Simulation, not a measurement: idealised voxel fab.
The following is a process module called voxel ribs on slabs.
Shown is cross-section cut, with a width of 145 nm and square cells of size 5 nm.
Square cells in a grid make up a cross-section in this document, and the grid is given as bands, listed from the top down, each one or more rows of cells. Band: top height; bottom height; in nm. Then, left to right: material with width in nm, for each material. "everywhere": a single material spanning edge to edge. "air": empty space. Heights are measured from 0, the level below which the as-received wafer is all one material; the lowest band has no bottom and continues downward, written as in "0 down". It should be noted that a width expressed as "30->40" varies in equal increments from row to row of cells within the band, taking the value of the first number at the top row and that of the second number at the bottom row. For the purposes of this document, the phrase "no change occurred" attached to a step denotes that no cell within the cross-section was modified by that step. Entry "Voids, fully enclosed". Content: empty spaces with no open connection to the top, size 8 cells or greater. Each: width x height at distance. Distance: from left edge. Unit: nm. Whatever follows a step's settings on its line is a remark the simulator itself makes about that step. overlay nm: step with mask; distance mask lay right of planned place; negative value = left of planned place.
## Intended process steps
| 1 | RECEIVE with material Si |
| 2 | DIRECTIONAL_DEP with material SiO2, thk nm 30 |
| 3 | DIRECTIONAL_DEP with material polySi, thk nm 15 |
| 4 | MASKED_ETCH with tone cover, mask id RIB, width nm 25, etch materials polySi, depth nm 5, overlay nm 0 |
| 5 | PATTERN with tone cover, mask id SLAB, material resist, width nm 65, thk nm 20, overlay nm 0 |
| 6 | DIRECTIONAL_ETCH with etch materials polySi, depth nm 10 |
| 7 | STRIP with etch materials resist |
| 8 | FILL_DEP with material SiO2, thk nm 30 |
| 9 | CMP with height nm 65 |
| 10 | DIRECTIONAL_DEP with material TiN, thk nm 10 |
| 11 | PATTERN with tone cover, mask id HEATER, material resist, width nm 35, thk nm 15, overlay nm 0 |
| 12 | DIRECTIONAL_ETCH with etch materials TiN, depth nm 10 |
| 13 | STRIP with etch materials resist |
| 14 | CONFORMAL_DEP with material SiO2, thk nm 5 |
## Wafer, first of two, run as planned
## as received, after step 1
> 0 down | Si everywhere
> Voids, fully enclosed: none
## State of the wafer after step 2, shown in cross-section
> 30 to 0 | SiO2 everywhere
> Under 0: no change, same as before.
## State of the wafer after step 3, shown in cross-section
> 45 to 30 | polySi everywhere
> Under 30: no change, same as before.
## State of the wafer after step 4, shown in cross-section
> 45 to 40 | 60 of air, then 25 of polySi, then 60 of air
> Under 40: no change, same as before.
## State of the wafer after step 5, shown in cross-section
> 65 to 45 | 40 of air, then 65 of resist, then 40 of air
> 45 to 40 | 40 of air, then 20 of resist, then 25 of polySi, then 20 of resist, then 40 of air
> Under 40: no change, same as before.
## State of the wafer after step 6, shown in cross-section
> 65 to 45 | 40 of air, then 65 of resist, then 40 of air
> 45 to 40 | 40 of air, then 20 of resist, then 25 of polySi, then 20 of resist, then 40 of air
> 40 to 30 | 40 of air, then 65 of polySi, then 40 of air
> Under 30: no change, same as before.
## State of the wafer after step 7, shown in cross-section
> 45 to 40 | 60 of air, then 25 of polySi, then 60 of air
> Under 40: no change, same as before.
## State of the wafer after step 8, shown in cross-section
> 75 to 45 | SiO2 everywhere
> 45 to 40 | 60 of SiO2, then 25 of polySi, then 60 of SiO2
> 40 to 30 | 40 of SiO2, then 65 of polySi, then 40 of SiO2
> Under 30: no change, same as before.
## State of the wafer after step 9, shown in cross-section
> 65 to 45 | SiO2 everywhere
> Under 45: no change, same as before.
## State of the wafer after step 10, shown in cross-section
> 75 to 65 | TiN everywhere
> Under 65: no change, same as before.
## State of the wafer after step 11, shown in cross-section
> 90 to 75 | 55 of air, then 35 of resist, then 55 of air
> Under 75: no change, same as before.
## State of the wafer after step 12, shown in cross-section
> 90 to 75 | 55 of air, then 35 of resist, then 55 of air
> 75 to 65 | 55 of air, then 35 of TiN, then 55 of air
> Under 65: no change, same as before.
## State of the wafer after step 13, shown in cross-section
> 75 to 65 | 55 of air, then 35 of TiN, then 55 of air
> Under 65: no change, same as before.
## State of the wafer after step 14, shown in cross-section
> 80 to 75 | 50 of air, then 45 of SiO2, then 50 of air
> 75 to 70 | 50 of air, then 5 of SiO2, then 35 of TiN, then 5 of SiO2, then 50 of air
> 70 to 65 | 55 of SiO2, then 35 of TiN, then 55 of SiO2
> Under 65: no change, same as before.
## It is to be noted that the second wafer proceeded from the same initial state and according to the same plan as the first, although one mistake was committed in its execution; through step 4, inclusive, the two wafers share an identical history
## Cross-section of the second wafer at the time step 5 of the plan should have ended
> 65 to 45 | 40 of resist, then 65 of air, then 40 of resist
> 45 to 40 | 40 of resist, then 20 of air, then 25 of polySi, then 20 of air, then 40 of resist
> Under 40: no change, same as before.
## Cross-section of the second wafer at the time step 6 of the plan should have ended
> 65 to 40 | 40 of resist, then 65 of air, then 40 of resist
> 40 to 35 | 40 of polySi, then 65 of air, then 40 of polySi
> 35 to 30 | 40 of polySi, then 20 of air, then 25 of polySi, then 20 of air, then 40 of polySi
> Under 30: no change, same as before.
## Cross-section of the second wafer at the time step 7 of the plan should have ended
> 40 to 35 | 40 of polySi, then 65 of air, then 40 of polySi
> Under 35: no change, same as before.
## Cross-section of the second wafer at the time step 8 of the plan should have ended
> 70 to 40 | SiO2 everywhere
> 40 to 35 | 40 of polySi, then 65 of SiO2, then 40 of polySi
> 35 to 30 | 40 of polySi, then 20 of SiO2, then 25 of polySi, then 20 of SiO2, then 40 of polySi
> Under 30: no change, same as before.
## Cross-section of the second wafer at the time step 9 of the plan should have ended
> 65 to 40 | SiO2 everywhere
> Under 40: no change, same as before.
## Cross-section of the second wafer at the time step 10 of the plan should have ended
> 75 to 65 | TiN everywhere
> Under 65: no change, same as before.
## Cross-section of the second wafer at the time step 11 of the plan should have ended
> 90 to 75 | 55 of air, then 35 of resist, then 55 of air
> Under 75: no change, same as before.
## Cross-section of the second wafer at the time step 12 of the plan should have ended
> 90 to 75 | 55 of air, then 35 of resist, then 55 of air
> 75 to 65 | 55 of air, then 35 of TiN, then 55 of air
> Under 65: no change, same as before.
## Cross-section of the second wafer at the time step 13 of the plan should have ended
> 75 to 65 | 55 of air, then 35 of TiN, then 55 of air
> Under 65: no change, same as before.
## Cross-section of the second wafer at the time step 14 of the plan should have ended
> 80 to 75 | 50 of air, then 45 of SiO2, then 50 of air
> 75 to 70 | 50 of air, then 5 of SiO2, then 35 of TiN, then 5 of SiO2, then 50 of air
> 70 to 65 | 55 of SiO2, then 35 of TiN, then 55 of SiO2
> Under 65: no change, same as before.
The plan and the run diverged here: so step 5 ended up running with a different setting than we planned, it ran as PATTERN with tone open, mask id SLAB, material resist, width nm 65, thk nm 20, overlay nm 0
Heads up, by the end the second wafer has more or fewer cells of some materials compared to the first: -6 SiO2 | +6 polySi
